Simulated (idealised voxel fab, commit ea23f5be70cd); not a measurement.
This section sets out a process module, namely voxel gate over fins.
The figure presents cross-section cut, which has a width of 240 nm and is divided into square cells with an edge length of 5 nm.
Cross-section = grid of square cells, listed top down in bands; band = one or more rows. Read a band's entry like this: the first values are the height of its top and the height of its bottom in nm, and what follows is the sequence of materials from left to right, each with its width in nm. Note that "blank" is empty space, and that a single material marked "full width" reaches across the band from edge to edge. Measure heights from 0. That's the level where, below it, the as-received wafer is all one material. The lowest band is bottomless and extends downward; write it as in "0..down". Quick explanation for "30..40": the width changes in equal steps down the rows of cells, from the first number in the band's top row to the second number in its bottom row. The cross-section has no changed cell in any step marked "no alterations made". For the entry "Listed closed voids", the listed items are empty spaces with no open way to the top whose size is 8 cells or more; each item follows the pattern width x height at distance, where distance is from the left edge and all three are in nm. Text after the settings on a step's line: the simulator's own remark on that step. On any step carrying a mask, the "overlay nm" setting, if present on the step's line, tells how far right of its planned place the mask lay; negative values point to the left.
# The steps planned for the process are as follows
1. RECEIVE,material Si
2. CONFORMAL_DEP,material SiN,thk nm 10
3. DIRECTIONAL_DEP,material aC,thk nm 15
4. PATTERN,tone cover,mask id FINS,material resist,width nm 15,pitch nm 35,thk nm 30,overlay nm 0
5. DIRECTIONAL_ETCH,etch materials aC,depth nm 15
6. STRIP,etch materials resist
7. DIRECTIONAL_ETCH,etch materials SiN,depth nm 10
8. DIRECTIONAL_ETCH,etch materials Si,depth nm 35
9. STRIP,etch materials aC
10. OXIDIZE,depth nm 5
11. FILL_DEP,material SiO2,thk nm 5
12. CMP,height nm 10
13. SELECTIVE_ETCH,etch materials SiO2,depth nm 25
14. STRIP,etch materials SiN
15. CONFORMAL_DEP,material HfO2,thk nm 5
16. CONFORMAL_DEP,material TiN,thk nm 5
17. FILL_DEP,material W,thk nm 10
18. CMP,height nm 15
19. CONFORMAL_DEP,material SiN,thk nm 5
# Cross-section: wafer on arrival = after step 1
0..down = Si full width
Listed closed voids: none
# Final wafer profile in cross-section after the module, from the same start and plan as above, with one mistake made during processing
20..15 = SiN full width
15..5 = W full width
5..0 = 75 nm W | 15 nm TiN | 20 nm W | 15 nm TiN | 20 nm W | 15 nm TiN | 80 nm W
0..-10 = 75 nm W | 5 nm TiN | 5 nm Si | 5 nm TiN | 20 nm W | 5 nm TiN | 5 nm Si | 5 nm TiN | 20 nm W | 5 nm TiN | 5 nm Si | 5 nm TiN | 80 nm W
-10..-15 = 80 nm TiN | 5 nm Si | 30 nm TiN | 5 nm Si | 30 nm TiN | 5 nm Si | 85 nm TiN
-15..-40 = 80 nm SiO2 | 5 nm Si | 30 nm SiO2 | 5 nm Si | 30 nm SiO2 | 5 nm Si | 85 nm SiO2
-40..down = Si full width
Listed closed voids: none
Here's what went sideways: step 15 of the plan got skipped, so it never ran
